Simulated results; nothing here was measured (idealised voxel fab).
Presented below is a process module, voxel self aligned vias.
The cross-section shown here is cut; it is 180 nm wide and divided into square cells measuring 5 nm on a side.
Cross-section spec: square-cell grid; bands listed top down; each band is one or more rows.
First you get the band's top height and its bottom height, in nm, and then the materials it's made of, left to right, with each width in nm. If you see a single material with "everywhere", that one covers the band edge to edge. "blank" is empty space.
All heights in this document are referenced to 0, defined as the level beneath which the wafer, as received, consists entirely of one material. The lowest band is not bounded below; it extends indefinitely downward and is written in the form "0..down".
Think of "30..40" as a width that walks from the first number to the second as you go down the band, top row to bottom row, taking equal-sized steps from row to row.
What does "nothing got changed" mean for a step? It means no cell of the cross-section changed in that step.
Look at "Enclosed voids" for the closed voids: empty spaces with no open path to the top, sized 8 cells or up. Each is width x height at distance, distance from the left edge, all nm.
Heads up: the bit after the settings on a step's line is the simulator's remark on that step.
The "overlay nm" setting may appear on a step's line; for a step that uses a mask, it gives how far to the right of its planned position the mask lay, and a negative value indicates the left.
Plan:
- 1: RECEIVE (material Si)
- 2: CONFORMAL_DEP (material SiO2; thk nm 10)
- 3: CONFORMAL_DEP (material SiCN; thk nm 5)
- 4: DIRECTIONAL_DEP (material SiO2; thk nm 25)
- 5: PATTERN (tone open; mask id LINES; material resist; width nm 30; pitch nm 55; thk nm 20; overlay nm 0)
- 6: DIRECTIONAL_ETCH (etch materials SiO2; depth nm 25)
- 7: STRIP (etch materials resist)
- 8: CONFORMAL_DEP (material TiN; thk nm 5)
- 9: FILL_DEP (material W; thk nm 10)
- 10: CMP (height nm 40)
- 11: SELECTIVE_ETCH (etch materials W Ru TiN; depth nm 10)
- 12: FILL_DEP (material SiN; thk nm 5)
- 13: CMP (height nm 40)
- 14: DIRECTIONAL_DEP (material SiO2; thk nm 20)
- 15: PATTERN (tone open; mask id VIAS; material resist; width nm 40; pitch nm 55; thk nm 20; overlay nm 0)
- 16: DIRECTIONAL_ETCH (etch materials SiO2; depth nm 20)
- 17: DIRECTIONAL_ETCH (etch materials SiN; depth nm 10)
- 18: STRIP (etch materials resist)
- 19: CONFORMAL_DEP (material TiN; thk nm 5)
- 20: FILL_DEP (material Cu; thk nm 5)
- 21: CMP (height nm 60)
- 22: CONFORMAL_DEP (material SiN; thk nm 5)
Wafer, first of two, run as planned:
So this is the incoming wafer in cross-section - it's already been through step 1:
- 0..down | Si everywhere
- Enclosed voids: none
Sectional view: wafer, after step 2:
- 10..0 | SiO2 everywhere
- Whatever lies below 0 is exactly as it was before.
Sectional view: wafer, after step 3:
- 15..10 | SiCN everywhere
- Whatever lies below 10 is exactly as it was before.
Sectional view: wafer, after step 4:
- 40..15 | SiO2 everywhere
- Whatever lies below 15 is exactly as it was before.
Sectional view: wafer, after step 5:
- 60..40 | resist=45; blank=30; resist=25; blank=30; resist=50
- Whatever lies below 40 is exactly as it was before.
Sectional view: wafer, after step 6:
- 60..40 | resist=45; blank=30; resist=25; blank=30; resist=50
- 40..15 | SiO2=45; blank=30; SiO2=25; blank=30; SiO2=50
- Whatever lies below 15 is exactly as it was before.
Sectional view: wafer, after step 7:
- 40..15 | SiO2=45; blank=30; SiO2=25; blank=30; SiO2=50
- Whatever lies below 15 is exactly as it was before.
Sectional view: wafer, after step 8:
- 45..40 | TiN=50; blank=20; TiN=35; blank=20; TiN=55
- 40..20 | SiO2=45; TiN=5; blank=20; TiN=5; SiO2=25; TiN=5; blank=20; TiN=5; SiO2=50
- 20..15 | SiO2=45; TiN=30; SiO2=25; TiN=30; SiO2=50
- Whatever lies below 15 is exactly as it was before.
Sectional view: wafer, after step 9:
- 55..45 | W everywhere
- 45..40 | TiN=50; W=20; TiN=35; W=20; TiN=55
- 40..20 | SiO2=45; TiN=5; W=20; TiN=5; SiO2=25; TiN=5; W=20; TiN=5; SiO2=50
- Whatever lies below 20 is exactly as it was before.
Sectional view: wafer, after step 10:
- 40..20 | SiO2=45; TiN=5; W=20; TiN=5; SiO2=25; TiN=5; W=20; TiN=5; SiO2=50
- Whatever lies below 20 is exactly as it was before.
Sectional view: wafer, after step 11:
- 40..30 | SiO2=45; blank=30; SiO2=25; blank=30; SiO2=50
- Whatever lies below 30 is exactly as it was before.
Sectional view: wafer, after step 12:
- 45..40 | SiN everywhere
- 40..30 | SiO2=45; SiN=30; SiO2=25; SiN=30; SiO2=50
- Whatever lies below 30 is exactly as it was before.
Sectional view: wafer, after step 13:
- 40..30 | SiO2=45; SiN=30; SiO2=25; SiN=30; SiO2=50
- Whatever lies below 30 is exactly as it was before.
Sectional view: wafer, after step 14:
- 60..40 | SiO2 everywhere
- Whatever lies below 40 is exactly as it was before.
Sectional view: wafer, after step 15:
- 80..60 | resist=40; blank=40; resist=15; blank=40; resist=45
- Whatever lies below 60 is exactly as it was before.
Sectional view: wafer, after step 16:
- 80..60 | resist=40; blank=40; resist=15; blank=40; resist=45
- 60..40 | SiO2=40; blank=40; SiO2=15; blank=40; SiO2=45
- Whatever lies below 40 is exactly as it was before.
Sectional view: wafer, after step 17:
- 80..60 | resist=40; blank=40; resist=15; blank=40; resist=45
- 60..40 | SiO2=40; blank=40; SiO2=15; blank=40; SiO2=45
- 40..30 | SiO2=45; blank=30; SiO2=25; blank=30; SiO2=50
- Whatever lies below 30 is exactly as it was before.
Sectional view: wafer, after step 18:
- 60..40 | SiO2=40; blank=40; SiO2=15; blank=40; SiO2=45
- Whatever lies below 40 is exactly as it was before.
Sectional view: wafer, after step 19:
- 65..60 | TiN=45; blank=30; TiN=25; blank=30; TiN=50
- 60..45 | SiO2=40; TiN=5; blank=30; TiN=5; SiO2=15; TiN=5; blank=30; TiN=5; SiO2=45
- 45..35 | SiO2=40..45; TiN=10..5; blank=20; TiN=10..5; SiO2=15..25; TiN=10..5; blank=20; TiN=10..5; SiO2=45..50
- 35..30 | SiO2=45; TiN=30; SiO2=25; TiN=30; SiO2=50
- Whatever lies below 30 is exactly as it was before.
Sectional view: wafer, after step 20:
- 70..65 | Cu everywhere
- 65..60 | TiN=45; Cu=30; TiN=25; Cu=30; TiN=50
- 60..45 | SiO2=40; TiN=5; Cu=30; TiN=5; SiO2=15; TiN=5; Cu=30; TiN=5; SiO2=45
- 45..35 | SiO2=40..45; TiN=10..5; Cu=20; TiN=10..5; SiO2=15..25; TiN=10..5; Cu=20; TiN=10..5; SiO2=45..50
- Whatever lies below 35 is exactly as it was before.
Sectional view: wafer, after step 21:
- 60..45 | SiO2=40; TiN=5; Cu=30; TiN=5; SiO2=15; TiN=5; Cu=30; TiN=5; SiO2=45
- Whatever lies below 45 is exactly as it was before.
Sectional view: wafer, after step 22:
- 65..60 | SiN everywhere
- Whatever lies below 60 is exactly as it was before.
Wafer two. Identical start, identical plan. One mistake in execution. Identical history through step 14:
Second wafer at the planned finish of step 15, seen in cross-section:
- 80..60 | resist=35; blank=40; resist=15; blank=40; resist=50
- Whatever lies below 60 is exactly as it was before.
Second wafer at the planned finish of step 16, seen in cross-section:
- 80..60 | resist=35; blank=40; resist=15; blank=40; resist=50
- 60..40 | SiO2=35; blank=40; SiO2=15; blank=40; SiO2=50
- Whatever lies below 40 is exactly as it was before.
Second wafer at the planned finish of step 17, seen in cross-section:
- 80..60 | resist=35; blank=40; resist=15; blank=40; resist=50
- 60..40 | SiO2=35; blank=40; SiO2=15; blank=40; SiO2=50
- 40..30 | SiO2=45; blank=30; SiO2=25; blank=30; SiO2=50
- Whatever lies below 30 is exactly as it was before.
Second wafer at the planned finish of step 18, seen in cross-section:
- 60..40 | SiO2=35; blank=40; SiO2=15; blank=40; SiO2=50
- Whatever lies below 40 is exactly as it was before.
Second wafer at the planned finish of step 19, seen in cross-section:
- 65..60 | TiN=40; blank=30; TiN=25; blank=30; TiN=55
- 60..45 | SiO2=35; TiN=5; blank=30; TiN=5; SiO2=15; TiN=5; blank=30; TiN=5; SiO2=50
- 45..35 | SiO2=35..45; TiN=15..5; blank=20; TiN=5; SiO2=15..25; TiN=15..5; blank=20; TiN=5; SiO2=50
- 35..30 | SiO2=45; TiN=30; SiO2=25; TiN=30; SiO2=50
- Whatever lies below 30 is exactly as it was before.
Second wafer at the planned finish of step 20, seen in cross-section:
- 70..65 | Cu everywhere
- 65..60 | TiN=40; Cu=30; TiN=25; Cu=30; TiN=55
- 60..45 | SiO2=35; TiN=5; Cu=30; TiN=5; SiO2=15; TiN=5; Cu=30; TiN=5; SiO2=50
- 45..35 | SiO2=35..45; TiN=15..5; Cu=20; TiN=5; SiO2=15..25; TiN=15..5; Cu=20; TiN=5; SiO2=50
- Whatever lies below 35 is exactly as it was before.
Second wafer at the planned finish of step 21, seen in cross-section:
- 60..45 | SiO2=35; TiN=5; Cu=30; TiN=5; SiO2=15; TiN=5; Cu=30; TiN=5; SiO2=50
- Whatever lies below 45 is exactly as it was before.
Second wafer at the planned finish of step 22, seen in cross-section:
- 65..60 | SiN everywhere
- Whatever lies below 60 is exactly as it was before.
What was done differently from what was planned? step 15 did not use the planned setting and instead ran as PATTERN (tone open; mask id VIAS; material resist; width nm 40; pitch nm 55; thk nm 20; overlay nm -5)
End check, second vs first wafer: material counts in cells match, positions do not.
